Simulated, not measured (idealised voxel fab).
Process module, titled voxel wiring stack
It is cross-section cut that appears here, measuring 190 nm in width, its square cells being 5 nm in size.
We lay out every cross-section as a grid of square cells and spell it out in bands from the top down, where one band means one or more rows of cells.
A band entry consists of two parts. The first gives the height of the band's top and the height of its bottom, in nm. The rest lists the band's materials from left to right, each with its width in nm. A single material labelled with the word "full width" fills the band from edge to edge, and the word "empty" marks empty space.
Beneath 0, the wafer as received is one material, and that level is where height counting begins. The lowest band goes on downward without a bottom; it is written like "0 and below".
Read "30 to 40" as a graded width: first number on top, second number at the bottom, same change between each pair of neighbouring rows.
Take "identical to before" at face value: in the step it is given for, the cross-section changed in none of its cells.
Entry "Fully sealed voids". Content: empty spaces with no open connection to the top, size 8 cells or greater. Each: width x height at distance. Distance: from left edge. Unit: nm.
Whatever follows a step's settings on its line is a remark the simulator itself makes about that step.
The line of a step may include "overlay nm". On a step with a mask, this value is how far to the right of its planned place the mask lay. A negative value means the mask lay to the left.
Layout of what follows: cross-section pairs, each bracketing one process step, the after cross-section shown only to the lowest band that changed, the step between and its settings noted under each pair. Pairs may originate in different runs of this module on the same starting wafer; a pair continues from the pair above only where its entry headed "Pre-processing view" says so.

[Pre-processing view]
  105 down to 75 | 25 nm resist | 20 nm empty | 20 nm resist | 20 nm empty | 20 nm resist | 20 nm empty | 20 nm resist | 20 nm empty | 25 nm resist
  75 down to 65 | aC full width
  65 down to 35 | SiO2 full width
  35 down to 30 | SiCN full width
  30 down to 15 | 25 nm SiO2 | 5 nm TiN | 10 nm Cu | 5 nm TiN | 20 nm SiO2 | 5 nm TiN | 10 nm Cu | 5 nm TiN | 20 nm SiO2 | 5 nm TiN | 10 nm Cu | 5 nm TiN | 20 nm SiO2 | 5 nm TiN | 10 nm Cu | 5 nm TiN | 25 nm SiO2
  15 down to 10 | 25 nm SiCN | 20 nm TiN | 20 nm SiCN | 20 nm TiN | 20 nm SiCN | 20 nm TiN | 20 nm SiCN | 20 nm TiN | 25 nm SiCN
  10 down to 0 | SiO2 full width
  0 and below | Si full width
  Fully sealed voids: none

[Cross-Section Thereafter]
  95 down to 75 | 25 nm resist | 20 nm empty | 20 nm resist | 20 nm empty | 20 nm resist | 20 nm empty | 20 nm resist | 20 nm empty | 25 nm resist
  75 down to 65 | 25 nm aC | 20 nm empty | 20 nm aC | 20 nm empty | 20 nm aC | 20 nm empty | 20 nm aC | 20 nm empty | 25 nm aC
  Below 65 it's all the same as before, nothing changed down there.
  Fully sealed voids: none
Step between the pre-process and post-process cross-sections given above: DIRECTIONAL_ETCH, etch materials aC, depth nm 10

Pre-processing view: The prior state of this step coincides with the post-step cross-section of the pair just above.

[Cross-Section Thereafter]
  75 down to 65 | 25 nm aC | 20 nm empty | 20 nm aC | 20 nm empty | 20 nm aC | 20 nm empty | 20 nm aC | 20 nm empty | 25 nm aC
  Below 65 it's all the same as before, nothing changed down there.
  Fully sealed voids: none
Step between the pre-process and post-process cross-sections given above: STRIP, etch materials resist

Pre-processing view: The prior state of this step coincides with the post-step cross-section of the pair just above.

[Cross-Section Thereafter]
  75 down to 65 | 25 nm aC | 20 nm empty | 20 nm aC | 20 nm empty | 20 nm aC | 20 nm empty | 20 nm aC | 20 nm empty | 25 nm aC
  65 down to 50 | 25 nm SiO2 | 20 nm empty | 20 nm SiO2 | 20 nm empty | 20 nm SiO2 | 20 nm empty | 20 nm SiO2 | 20 nm empty | 25 nm SiO2
  Below 50 it's all the same as before, nothing changed down there.
  Fully sealed voids: none
Step between the pre-process and post-process cross-sections given above: DIRECTIONAL_ETCH, etch materials SiO2, depth nm 15

Pre-processing view: The prior state of this step coincides with the post-step cross-section of the pair just above.

[Cross-Section Thereafter]
  65 down to 50 | 25 nm SiO2 | 20 nm empty | 20 nm SiO2 | 20 nm empty | 20 nm SiO2 | 20 nm empty | 20 nm SiO2 | 20 nm empty | 25 nm SiO2
  Below 50 it's all the same as before, nothing changed down there.
  Fully sealed voids: none
Step between the pre-process and post-process cross-sections given above: STRIP, etch materials aC

Pre-processing view: The prior state of this step coincides with the post-step cross-section of the pair just above.

[Cross-Section Thereafter]
  85 down to 65 | 25 nm resist | 15 nm empty | 65 nm resist | 15 nm empty | 70 nm resist
  65 down to 50 | 25 nm SiO2 | 15 nm empty | 5 nm resist | 20 nm SiO2 | 20 nm resist | 20 nm SiO2 | 15 nm empty | 5 nm resist | 20 nm SiO2 | 20 nm resist | 25 nm SiO2
  Below 50 it's all the same as before, nothing changed down there.
  Fully sealed voids: none
Step between the pre-process and post-process cross-sections given above: PATTERN, tone open, mask id METAL_2_HOLES, material resist, width nm 15, pitch nm 80, thk nm 20, overlay nm 0

Pre-processing view: The prior state of this step coincides with the post-step cross-section of the pair just above.

[Cross-Section Thereafter]
  85 down to 65 | 25 nm resist | 15 nm empty | 65 nm resist | 15 nm empty | 70 nm resist
  65 down to 50 | 25 nm SiO2 | 15 nm empty | 5 nm resist | 20 nm SiO2 | 20 nm resist | 20 nm SiO2 | 15 nm empty | 5 nm resist | 20 nm SiO2 | 20 nm resist | 25 nm SiO2
  50 down to 35 | 25 nm SiO2 | 15 nm empty | 65 nm SiO2 | 15 nm empty | 70 nm SiO2
  Below 35 it's all the same as before, nothing changed down there.
  Fully sealed voids: none
Step between the pre-process and post-process cross-sections given above: DIRECTIONAL_ETCH, etch materials SiO2, depth nm 15

Pre-processing view: The prior state of this step coincides with the post-step cross-section of the pair just above.

[Cross-Section Thereafter]
  85 down to 65 | 25 nm resist | 15 nm empty | 65 nm resist | 15 nm empty | 70 nm resist
  65 down to 50 | 25 nm SiO2 | 15 nm empty | 5 nm resist | 20 nm SiO2 | 20 nm resist | 20 nm SiO2 | 15 nm empty | 5 nm resist | 20 nm SiO2 | 20 nm resist | 25 nm SiO2
  50 down to 35 | 25 nm SiO2 | 15 nm empty | 65 nm SiO2 | 15 nm empty | 70 nm SiO2
  35 down to 30 | 25 nm SiCN | 15 nm empty | 65 nm SiCN | 15 nm empty | 70 nm SiCN
  Below 30 it's all the same as before, nothing changed down there.
  Fully sealed voids: none
Step between the pre-process and post-process cross-sections given above: DIRECTIONAL_ETCH, etch materials SiCN, depth nm 5

Pre-processing view: The prior state of this step coincides with the post-step cross-section of the pair just above.

[Cross-Section Thereafter]
  65 down to 50 | 25 nm SiO2 | 20 nm empty | 20 nm SiO2 | 20 nm empty | 20 nm SiO2 | 20 nm empty | 20 nm SiO2 | 20 nm empty | 25 nm SiO2
  Below 50 it's all the same as before, nothing changed down there.
  Fully sealed voids: none
Step between the pre-process and post-process cross-sections given above: STRIP, etch materials resist

Pre-processing view: The prior state of this step coincides with the post-step cross-section of the pair just above.

[Cross-Section Thereafter]
  70 down to 65 | 30 nm TiN | 10 nm empty | 30 nm TiN | 10 nm empty | 30 nm TiN | 10 nm empty | 30 nm TiN | 10 nm empty | 30 nm TiN
  65 down to 55 | 25 nm SiO2 | 5 nm TiN | 10 nm empty | 5 nm TiN | 20 nm SiO2 | 5 nm TiN | 10 nm empty | 5 nm TiN | 20 nm SiO2 | 5 nm TiN | 10 nm empty | 5 nm TiN | 20 nm SiO2 | 5 nm TiN | 10 nm empty | 5 nm TiN | 25 nm SiO2
  55 down to 50 | 25 nm SiO2 | 5 nm TiN | 5 nm empty | 10 nm TiN | 20 nm SiO2 | 20 nm TiN | 20 nm SiO2 | 5 nm TiN | 5 nm empty | 10 nm TiN | 20 nm SiO2 | 20 nm TiN | 25 nm SiO2
  50 down to 35 | 25 nm SiO2 | 5 nm TiN | 5 nm empty | 5 nm TiN | 65 nm SiO2 | 5 nm TiN | 5 nm empty | 5 nm TiN | 70 nm SiO2
  35 down to 30 | 25 nm SiCN | 15 nm TiN | 65 nm SiCN | 15 nm TiN | 70 nm SiCN
  Below 30 it's all the same as before, nothing changed down there.
  Fully sealed voids: none
Step between the pre-process and post-process cross-sections given above: CONFORMAL_DEP, material TiN, thk nm 5

Pre-processing view: The prior state of this step coincides with the post-step cross-section of the pair just above.

[Cross-Section Thereafter]
  80 down to 70 | Ru full width
  70 down to 65 | 30 nm TiN | 10 nm Ru | 30 nm TiN | 10 nm Ru | 30 nm TiN | 10 nm Ru | 30 nm TiN | 10 nm Ru | 30 nm TiN
  65 down to 55 | 25 nm SiO2 | 5 nm TiN | 10 nm Ru | 5 nm TiN | 20 nm SiO2 | 5 nm TiN | 10 nm Ru | 5 nm TiN | 20 nm SiO2 | 5 nm TiN | 10 nm Ru | 5 nm TiN | 20 nm SiO2 | 5 nm TiN | 10 nm Ru | 5 nm TiN | 25 nm SiO2
  55 down to 50 | 25 nm SiO2 | 5 nm TiN | 5 nm Ru | 10 nm TiN | 20 nm SiO2 | 20 nm TiN | 20 nm SiO2 | 5 nm TiN | 5 nm Ru | 10 nm TiN | 20 nm SiO2 | 20 nm TiN | 25 nm SiO2
  50 down to 35 | 25 nm SiO2 | 5 nm TiN | 5 nm Ru | 5 nm TiN | 65 nm SiO2 | 5 nm TiN | 5 nm Ru | 5 nm TiN | 70 nm SiO2
  Below 35 it's all the same as before, nothing changed down there.
  Fully sealed voids: none
Step between the pre-process and post-process cross-sections given above: FILL_DEP, material Ru, thk nm 10

Pre-processing view: The prior state of this step coincides with the post-step cross-section of the pair just above.

[Cross-Section Thereafter]
  70 down to 65 | 30 nm TiN | 10 nm Ru | 30 nm TiN | 10 nm Ru | 30 nm TiN | 10 nm Ru | 30 nm TiN | 10 nm Ru | 30 nm TiN
  Below 65 it's all the same as before, nothing changed down there.
  Fully sealed voids: none
Step between the pre-process and post-process cross-sections given above: CMP, height nm 70

Pre-processing view: The prior state of this step coincides with the post-step cross-section of the pair just above.

[Cross-Section Thereafter]
  75 down to 70 | SiN full width
  Below 70 it's all the same as before, nothing changed down there.
  Fully sealed voids: none
Step between the pre-process and post-process cross-sections given above: CONFORMAL_DEP, material SiN, thk nm 5

[Pre-processing view]
  45 down to 35 | aC full width
  35 down to 15 | SiO2 full width
  15 down to 10 | SiCN full width
  10 down to 0 | SiO2 full width
  0 and below | Si full width
  Fully sealed voids: none

[Cross-Section Thereafter]
  75 down to 45 | 25 nm resist | 25 nm empty | 15 nm resist | 25 nm empty | 15 nm resist | 25 nm empty | 15 nm resist | 25 nm empty | 20 nm resist
  Below 45 it's all the same as before, nothing changed down there.
  Fully sealed voids: none
Step between the pre-process and post-process cross-sections given above: PATTERN, tone open, mask id METAL_1, material resist, width nm 25, pitch nm 40, thk nm 30, overlay nm 0

Pre-processing view: The prior state of this step coincides with the post-step cross-section of the pair just above.

[Cross-Section Thereafter]
  65 down to 45 | 25 nm resist | 25 nm empty | 15 nm resist | 25 nm empty | 15 nm resist | 25 nm empty | 15 nm resist | 25 nm empty | 20 nm resist
  45 down to 35 | 25 nm aC | 25 nm empty | 15 nm aC | 25 nm empty | 15 nm aC | 25 nm empty | 15 nm aC | 25 nm empty | 20 nm aC
  Below 35 it's all the same as before, nothing changed down there.
  Fully sealed voids: none
Step between the pre-process and post-process cross-sections given above: DIRECTIONAL_ETCH, etch materials aC, depth nm 10

Pre-processing view: The prior state of this step coincides with the post-step cross-section of the pair just above.

[Cross-Section Thereafter]
  45 down to 35 | 25 nm aC | 25 nm empty | 15 nm aC | 25 nm empty | 15 nm aC | 25 nm empty | 15 nm aC | 25 nm empty | 20 nm aC
  Below 35 it's all the same as before, nothing changed down there.
  Fully sealed voids: none
Step between the pre-process and post-process cross-sections given above: STRIP, etch materials resist

Pre-processing view: The prior state of this step coincides with the post-step cross-section of the pair just above.

[Cross-Section Thereafter]
  45 down to 35 | 25 nm aC | 25 nm empty | 15 nm aC | 25 nm empty | 15 nm aC | 25 nm empty | 15 nm aC | 25 nm empty | 20 nm aC
  35 down to 15 | 25 nm SiO2 | 25 nm empty | 15 nm SiO2 | 25 nm empty | 15 nm SiO2 | 25 nm empty | 15 nm SiO2 | 25 nm empty | 20 nm SiO2
  Below 15 it's all the same as before, nothing changed down there.
  Fully sealed voids: none
Step between the pre-process and post-process cross-sections given above: DIRECTIONAL_ETCH, etch materials SiO2, depth nm 20

Pre-processing view: The prior state of this step coincides with the post-step cross-section of the pair just above.

[Cross-Section Thereafter]
  45 down to 35 | 25 nm aC | 25 nm empty | 15 nm aC | 25 nm empty | 15 nm aC | 25 nm empty | 15 nm aC | 25 nm empty | 20 nm aC
  35 down to 15 | 25 nm SiO2 | 25 nm empty | 15 nm SiO2 | 25 nm empty | 15 nm SiO2 | 25 nm empty | 15 nm SiO2 | 25 nm empty | 20 nm SiO2
  15 down to 10 | 25 nm SiCN | 25 nm empty | 15 nm SiCN | 25 nm empty | 15 nm SiCN | 25 nm empty | 15 nm SiCN | 25 nm empty | 20 nm SiCN
  Below 10 it's all the same as before, nothing changed down there.
  Fully sealed voids: none
Step between the pre-process and post-process cross-sections given above: DIRECTIONAL_ETCH, etch materials SiCN, depth nm 5

Pre-processing view: The prior state of this step coincides with the post-step cross-section of the pair just above.

[Cross-Section Thereafter]
  35 down to 15 | 25 nm SiO2 | 25 nm empty | 15 nm SiO2 | 25 nm empty | 15 nm SiO2 | 25 nm empty | 15 nm SiO2 | 25 nm empty | 20 nm SiO2
  Below 15 it's all the same as before, nothing changed down there.
  Fully sealed voids: none
Step between the pre-process and post-process cross-sections given above: STRIP, etch materials aC

Pre-processing view: The prior state of this step coincides with the post-step cross-section of the pair just above.

[Cross-Section Thereafter]
  40 down to 35 | 30 nm TiN | 15 nm empty | 25 nm TiN | 15 nm empty | 25 nm TiN | 15 nm empty | 25 nm TiN | 15 nm empty | 25 nm TiN
  35 down to 15 | 25 nm SiO2 | 5 nm TiN | 15 nm empty | 5 nm TiN | 15 nm SiO2 | 5 nm TiN | 15 nm empty | 5 nm TiN | 15 nm SiO2 | 5 nm TiN | 15 nm empty | 5 nm TiN | 15 nm SiO2 | 5 nm TiN | 15 nm empty | 5 nm TiN | 20 nm SiO2
  15 down to 10 | 25 nm SiCN | 25 nm TiN | 15 nm SiCN | 25 nm TiN | 15 nm SiCN | 25 nm TiN | 15 nm SiCN | 25 nm TiN | 20 nm SiCN
  Below 10 it's all the same as before, nothing changed down there.
  Fully sealed voids: none
Step between the pre-process and post-process cross-sections given above: CONFORMAL_DEP, material TiN, thk nm 5

Pre-processing view: The prior state of this step coincides with the post-step cross-section of the pair just above.

[Cross-Section Thereafter]
  45 down to 40 | Cu full width
  40 down to 35 | 30 nm TiN | 15 nm Cu | 25 nm TiN | 15 nm Cu | 25 nm TiN | 15 nm Cu | 25 nm TiN | 15 nm Cu | 25 nm TiN
  35 down to 15 | 25 nm SiO2 | 5 nm TiN | 15 nm Cu | 5 nm TiN | 15 nm SiO2 | 5 nm TiN | 15 nm Cu | 5 nm TiN | 15 nm SiO2 | 5 nm TiN | 15 nm Cu | 5 nm TiN | 15 nm SiO2 | 5 nm TiN | 15 nm Cu | 5 nm TiN | 20 nm SiO2
  Below 15 it's all the same as before, nothing changed down there.
  Fully sealed voids: none
Step between the pre-process and post-process cross-sections given above: FILL_DEP, material Cu, thk nm 5

Pre-processing view: The prior state of this step coincides with the post-step cross-section of the pair just above.

[Cross-Section Thereafter]
  35 down to 15 | 25 nm SiO2 | 5 nm TiN | 15 nm Cu | 5 nm TiN | 15 nm SiO2 | 5 nm TiN | 15 nm Cu | 5 nm TiN | 15 nm SiO2 | 5 nm TiN | 15 nm Cu | 5 nm TiN | 15 nm SiO2 | 5 nm TiN | 15 nm Cu | 5 nm TiN | 20 nm SiO2
  Below 15 it's all the same as before, nothing changed down there.
  Fully sealed voids: none
Step between the pre-process and post-process cross-sections given above: CMP, height nm 35

Pre-processing view: The prior state of this step coincides with the post-step cross-section of the pair just above.

[Cross-Section Thereafter]
  40 down to 35 | SiCN full width
  Below 35 it's all the same as before, nothing changed down there.
  Fully sealed voids: none
Step between the pre-process and post-process cross-sections given above: CONFORMAL_DEP, material SiCN, thk nm 5

Pre-processing view: The prior state of this step coincides with the post-step cross-section of the pair just above.

[Cross-Section Thereafter]
  70 down to 40 | SiO2 full width
  Below 40 it's all the same as before, nothing changed down there.
  Fully sealed voids: none
Step between the pre-process and post-process cross-sections given above: DIRECTIONAL_DEP, material SiO2, thk nm 30

Pre-processing view: The prior state of this step coincides with the post-step cross-section of the pair just above.

[Cross-Section Thereafter]
  80 down to 70 | aC full width
  Below 70 it's all the same as before, nothing changed down there.
  Fully sealed voids: none
Step between the pre-process and post-process cross-sections given above: DIRECTIONAL_DEP, material aC, thk nm 10

Pre-processing view: The prior state of this step coincides with the post-step cross-section of the pair just above.

[Cross-Section Thereafter]
  110 down to 80 | 25 nm resist | 20 nm empty | 20 nm resist | 20 nm empty | 20 nm resist | 20 nm empty | 20 nm resist | 20 nm empty | 25 nm resist
  Below 80 it's all the same as before, nothing changed down there.
  Fully sealed voids: none
Step between the pre-process and post-process cross-sections given above: PATTERN, tone open, mask id METAL_2, material resist, width nm 20, pitch nm 40, thk nm 30, overlay nm 0

Pre-processing view: The prior state of this step coincides with the post-step cross-section of the pair just above.

[Cross-Section Thereafter]
  100 down to 80 | 25 nm resist | 20 nm empty | 20 nm resist | 20 nm empty | 20 nm resist | 20 nm empty | 20 nm resist | 20 nm empty | 25 nm resist
  80 down to 70 | 25 nm aC | 20 nm empty | 20 nm aC | 20 nm empty | 20 nm aC | 20 nm empty | 20 nm aC | 20 nm empty | 25 nm aC
  Below 70 it's all the same as before, nothing changed down there.
  Fully sealed voids: none
Step between the pre-process and post-process cross-sections given above: DIRECTIONAL_ETCH, etch materials aC, depth nm 10

Pre-processing view: The prior state of this step coincides with the post-step cross-section of the pair just above.

[Cross-Section Thereafter]
  80 down to 70 | 25 nm aC | 20 nm empty | 20 nm aC | 20 nm empty | 20 nm aC | 20 nm empty | 20 nm aC | 20 nm empty | 25 nm aC
  Below 70 it's all the same as before, nothing changed down there.
  Fully sealed voids: none
Step between the pre-process and post-process cross-sections given above: STRIP, etch materials resist

Pre-processing view: The prior state of this step coincides with the post-step cross-section of the pair just above.

[Cross-Section Thereafter]
  80 down to 70 | 25 nm aC | 20 nm empty | 20 nm aC | 20 nm empty | 20 nm aC | 20 nm empty | 20 nm aC | 20 nm empty | 25 nm aC
  70 down to 55 | 25 nm SiO2 | 20 nm empty | 20 nm SiO2 | 20 nm empty | 20 nm SiO2 | 20 nm empty | 20 nm SiO2 | 20 nm empty | 25 nm SiO2
  Below 55 it's all the same as before, nothing changed down there.
  Fully sealed voids: none
Step between the pre-process and post-process cross-sections given above: DIRECTIONAL_ETCH, etch materials SiO2, depth nm 15

Pre-processing view: The prior state of this step coincides with the post-step cross-section of the pair just above.

[Cross-Section Thereafter]
  70 down to 55 | 25 nm SiO2 | 20 nm empty | 20 nm SiO2 | 20 nm empty | 20 nm SiO2 | 20 nm empty | 20 nm SiO2 | 20 nm empty | 25 nm SiO2
  Below 55 it's all the same as before, nothing changed down there.
  Fully sealed voids: none
Step between the pre-process and post-process cross-sections given above: STRIP, etch materials aC

Pre-processing view: The prior state of this step coincides with the post-step cross-section of the pair just above.

[Cross-Section Thereafter]
  90 down to 70 | 25 nm resist | 15 nm empty | 65 nm resist | 15 nm empty | 70 nm resist
  70 down to 55 | 25 nm SiO2 | 15 nm empty | 5 nm resist | 20 nm SiO2 | 20 nm resist | 20 nm SiO2 | 15 nm empty | 5 nm resist | 20 nm SiO2 | 20 nm resist | 25 nm SiO2
  Below 55 it's all the same as before, nothing changed down there.
  Fully sealed voids: none
Step between the pre-process and post-process cross-sections given above: PATTERN, tone open, mask id METAL_2_HOLES, material resist, width nm 15, pitch nm 80, thk nm 20, overlay nm 0

Pre-processing view: The prior state of this step coincides with the post-step cross-section of the pair just above.

[Cross-Section Thereafter]
  90 down to 70 | 25 nm resist | 15 nm empty | 65 nm resist | 15 nm empty | 70 nm resist
  70 down to 55 | 25 nm SiO2 | 15 nm empty | 5 nm resist | 20 nm SiO2 | 20 nm resist | 20 nm SiO2 | 15 nm empty | 5 nm resist | 20 nm SiO2 | 20 nm resist | 25 nm SiO2
  55 down to 40 | 25 nm SiO2 | 15 nm empty | 65 nm SiO2 | 15 nm empty | 70 nm SiO2
  Below 40 it's all the same as before, nothing changed down there.
  Fully sealed voids: none
Step between the pre-process and post-process cross-sections given above: DIRECTIONAL_ETCH, etch materials SiO2, depth nm 15

Pre-processing view: The prior state of this step coincides with the post-step cross-section of the pair just above.

[Cross-Section Thereafter]
  90 down to 70 | 25 nm resist | 15 nm empty | 65 nm resist | 15 nm empty | 70 nm resist
  70 down to 55 | 25 nm SiO2 | 15 nm empty | 5 nm resist | 20 nm SiO2 | 20 nm resist | 20 nm SiO2 | 15 nm empty | 5 nm resist | 20 nm SiO2 | 20 nm resist | 25 nm SiO2
  55 down to 40 | 25 nm SiO2 | 15 nm empty | 65 nm SiO2 | 15 nm empty | 70 nm SiO2
  40 down to 35 | 25 nm SiCN | 15 nm empty | 65 nm SiCN | 15 nm empty | 70 nm SiCN
  Below 35 it's all the same as before, nothing changed down there.
  Fully sealed voids: none
Step between the pre-process and post-process cross-sections given above: DIRECTIONAL_ETCH, etch materials SiCN, depth nm 5

Pre-processing view: The prior state of this step coincides with the post-step cross-section of the pair just above.

[Cross-Section Thereafter]
  70 down to 55 | 25 nm SiO2 | 20 nm empty | 20 nm SiO2 | 20 nm empty | 20 nm SiO2 | 20 nm empty | 20 nm SiO2 | 20 nm empty | 25 nm SiO2
  Below 55 it's all the same as before, nothing changed down there.
  Fully sealed voids: none
Step between the pre-process and post-process cross-sections given above: STRIP, etch materials resist

Pre-processing view: The prior state of this step coincides with the post-step cross-section of the pair just above.

[Cross-Section Thereafter]
  75 down to 70 | 30 nm TiN | 10 nm empty | 30 nm TiN | 10 nm empty | 30 nm TiN | 10 nm empty | 30 nm TiN | 10 nm empty | 30 nm TiN
  70 down to 60 | 25 nm SiO2 | 5 nm TiN | 10 nm empty | 5 nm TiN | 20 nm SiO2 | 5 nm TiN | 10 nm empty | 5 nm TiN | 20 nm SiO2 | 5 nm TiN | 10 nm empty | 5 nm TiN | 20 nm SiO2 | 5 nm TiN | 10 nm empty | 5 nm TiN | 25 nm SiO2
  60 down to 55 | 25 nm SiO2 | 5 nm TiN | 5 nm empty | 10 nm TiN | 20 nm SiO2 | 20 nm TiN | 20 nm SiO2 | 5 nm TiN | 5 nm empty | 10 nm TiN | 20 nm SiO2 | 20 nm TiN | 25 nm SiO2
  55 down to 40 | 25 nm SiO2 | 5 nm TiN | 5 nm empty | 5 nm TiN | 65 nm SiO2 | 5 nm TiN | 5 nm empty | 5 nm TiN | 70 nm SiO2
  40 down to 35 | 25 nm SiCN | 15 nm TiN | 65 nm SiCN | 15 nm TiN | 70 nm SiCN
  Below 35 it's all the same as before, nothing changed down there.
  Fully sealed voids: none
Step between the pre-process and post-process cross-sections given above: CONFORMAL_DEP, material TiN, thk nm 5

Pre-processing view: The prior state of this step coincides with the post-step cross-section of the pair just above.

[Cross-Section Thereafter]
  85 down to 75 | Ru full width
  75 down to 70 | 30 nm TiN | 10 nm Ru | 30 nm TiN | 10 nm Ru | 30 nm TiN | 10 nm Ru | 30 nm TiN | 10 nm Ru | 30 nm TiN
  70 down to 60 | 25 nm SiO2 | 5 nm TiN | 10 nm Ru | 5 nm TiN | 20 nm SiO2 | 5 nm TiN | 10 nm Ru | 5 nm TiN | 20 nm SiO2 | 5 nm TiN | 10 nm Ru | 5 nm TiN | 20 nm SiO2 | 5 nm TiN | 10 nm Ru | 5 nm TiN | 25 nm SiO2
  60 down to 55 | 25 nm SiO2 | 5 nm TiN | 5 nm Ru | 10 nm TiN | 20 nm SiO2 | 20 nm TiN | 20 nm SiO2 | 5 nm TiN | 5 nm Ru | 10 nm TiN | 20 nm SiO2 | 20 nm TiN | 25 nm SiO2
  55 down to 40 | 25 nm SiO2 | 5 nm TiN | 5 nm Ru | 5 nm TiN | 65 nm SiO2 | 5 nm TiN | 5 nm Ru | 5 nm TiN | 70 nm SiO2
  Below 40 it's all the same as before, nothing changed down there.
  Fully sealed voids: none
Step between the pre-process and post-process cross-sections given above: FILL_DEP, material Ru, thk nm 10

Pre-processing view: The prior state of this step coincides with the post-step cross-section of the pair just above.

[Cross-Section Thereafter]
  70 down to 60 | 25 nm SiO2 | 5 nm TiN | 10 nm Ru | 5 nm TiN | 20 nm SiO2 | 5 nm TiN | 10 nm Ru | 5 nm TiN | 20 nm SiO2 | 5 nm TiN | 10 nm Ru | 5 nm TiN | 20 nm SiO2 | 5 nm TiN | 10 nm Ru | 5 nm TiN | 25 nm SiO2
  Below 60 it's all the same as before, nothing changed down there.
  Fully sealed voids: none
Step between the pre-process and post-process cross-sections given above: CMP, height nm 70

Pre-processing view: The prior state of this step coincides with the post-step cross-section of the pair just above.

[Cross-Section Thereafter]
  75 down to 70 | SiN full width
  Below 70 it's all the same as before, nothing changed down there.
  Fully sealed voids: none
Step between the pre-process and post-process cross-sections given above: CONFORMAL_DEP, material SiN, thk nm 5

[Pre-processing view]
  80 down to 70 | aC full width
  70 down to 40 | SiO2 full width
  40 down to 35 | SiCN full width
  35 down to 15 | 25 nm SiO2 | 5 nm TiN | 10 nm Cu | 5 nm TiN | 20 nm SiO2 | 5 nm TiN | 10 nm Cu | 5 nm TiN | 20 nm SiO2 | 5 nm TiN | 10 nm Cu | 5 nm TiN | 20 nm SiO2 | 5 nm TiN | 10 nm Cu | 5 nm TiN | 25 nm SiO2
  15 down to 10 | 25 nm SiCN | 20 nm TiN | 20 nm SiCN | 20 nm TiN | 20 nm SiCN | 20 nm TiN | 20 nm SiCN | 20 nm TiN | 25 nm SiCN
  10 down to 0 | SiO2 full width
  0 and below | Si full width
  Fully sealed voids: none

[Cross-Section Thereafter]
  110 down to 80 | 20 nm resist | 20 nm empty | 20 nm resist | 20 nm empty | 20 nm resist | 20 nm empty | 20 nm resist | 20 nm empty | 30 nm resist
  Below 80 it's all the same as before, nothing changed down there.
  Fully sealed voids: none
Step between the pre-process and post-process cross-sections given above: PATTERN, tone open, mask id METAL_2, material resist, width nm 20, pitch nm 40, thk nm 30, overlay nm -5

Pre-processing view: The prior state of this step coincides with the post-step cross-section of the pair just above.

[Cross-Section Thereafter]
  100 down to 80 | 20 nm resist | 20 nm empty | 20 nm resist | 20 nm empty | 20 nm resist | 20 nm empty | 20 nm resist | 20 nm empty | 30 nm resist
  80 down to 70 | 20 nm aC | 20 nm empty | 20 nm aC | 20 nm empty | 20 nm aC | 20 nm empty | 20 nm aC | 20 nm empty | 30 nm aC
  Below 70 it's all the same as before, nothing changed down there.
  Fully sealed voids: none
Step between the pre-process and post-process cross-sections given above: DIRECTIONAL_ETCH, etch materials aC, depth nm 10

Pre-processing view: The prior state of this step coincides with the post-step cross-section of the pair just above.

[Cross-Section Thereafter]
  80 down to 70 | 20 nm aC | 20 nm empty | 20 nm aC | 20 nm empty | 20 nm aC | 20 nm empty | 20 nm aC | 20 nm empty | 30 nm aC
  Below 70 it's all the same as before, nothing changed down there.
  Fully sealed voids: none
Step between the pre-process and post-process cross-sections given above: STRIP, etch materials resist

Pre-processing view: The prior state of this step coincides with the post-step cross-section of the pair just above.

[Cross-Section Thereafter]
  80 down to 70 | 20 nm aC | 20 nm empty | 20 nm aC | 20 nm empty | 20 nm aC | 20 nm empty | 20 nm aC | 20 nm empty | 30 nm aC
  70 down to 55 | 20 nm SiO2 | 20 nm empty | 20 nm SiO2 | 20 nm empty | 20 nm SiO2 | 20 nm empty | 20 nm SiO2 | 20 nm empty | 30 nm SiO2
  Below 55 it's all the same as before, nothing changed down there.
  Fully sealed voids: none
Step between the pre-process and post-process cross-sections given above: DIRECTIONAL_ETCH, etch materials SiO2, depth nm 15

Pre-processing view: The prior state of this step coincides with the post-step cross-section of the pair just above.

[Cross-Section Thereafter]
  70 down to 55 | 20 nm SiO2 | 20 nm empty | 20 nm SiO2 | 20 nm empty | 20 nm SiO2 | 20 nm empty | 20 nm SiO2 | 20 nm empty | 30 nm SiO2
  Below 55 it's all the same as before, nothing changed down there.
  Fully sealed voids: none
Step between the pre-process and post-process cross-sections given above: STRIP, etch materials aC

Pre-processing view: The prior state of this step coincides with the post-step cross-section of the pair just above.

[Cross-Section Thereafter]
  90 down to 70 | 25 nm resist | 15 nm empty | 65 nm resist | 15 nm empty | 70 nm resist
  70 down to 55 | 20 nm SiO2 | 5 nm resist | 15 nm empty | 20 nm SiO2 | 20 nm resist | 20 nm SiO2 | 5 nm resist | 15 nm empty | 20 nm SiO2 | 20 nm resist | 30 nm SiO2
  Below 55 it's all the same as before, nothing changed down there.
  Fully sealed voids: none
Step between the pre-process and post-process cross-sections given above: PATTERN, tone open, mask id METAL_2_HOLES, material resist, width nm 15, pitch nm 80, thk nm 20, overlay nm 0

Pre-processing view: The prior state of this step coincides with the post-step cross-section of the pair just above.

[Cross-Section Thereafter]
  90 down to 70 | 25 nm resist | 15 nm empty | 65 nm resist | 15 nm empty | 70 nm resist
  70 down to 55 | 20 nm SiO2 | 5 nm resist | 15 nm empty | 20 nm SiO2 | 20 nm resist | 20 nm SiO2 | 5 nm resist | 15 nm empty | 20 nm SiO2 | 20 nm resist | 30 nm SiO2
  55 down to 40 | 25 nm SiO2 | 15 nm empty | 65 nm SiO2 | 15 nm empty | 70 nm SiO2
  Below 40 it's all the same as before, nothing changed down there.
  Fully sealed voids: none
Step between the pre-process and post-process cross-sections given above: DIRECTIONAL_ETCH, etch materials SiO2, depth nm 15

Pre-processing view: The prior state of this step coincides with the post-step cross-section of the pair just above.

[Cross-Section Thereafter]
  90 down to 70 | 25 nm resist | 15 nm empty | 65 nm resist | 15 nm empty | 70 nm resist
  70 down to 55 | 20 nm SiO2 | 5 nm resist | 15 nm empty | 20 nm SiO2 | 20 nm resist | 20 nm SiO2 | 5 nm resist | 15 nm empty | 20 nm SiO2 | 20 nm resist | 30 nm SiO2
  55 down to 40 | 25 nm SiO2 | 15 nm empty | 65 nm SiO2 | 15 nm empty | 70 nm SiO2
  40 down to 35 | 25 nm SiCN | 15 nm empty | 65 nm SiCN | 15 nm empty | 70 nm SiCN
  Below 35 it's all the same as before, nothing changed down there.
  Fully sealed voids: none
Step between the pre-process and post-process cross-sections given above: DIRECTIONAL_ETCH, etch materials SiCN, depth nm 5
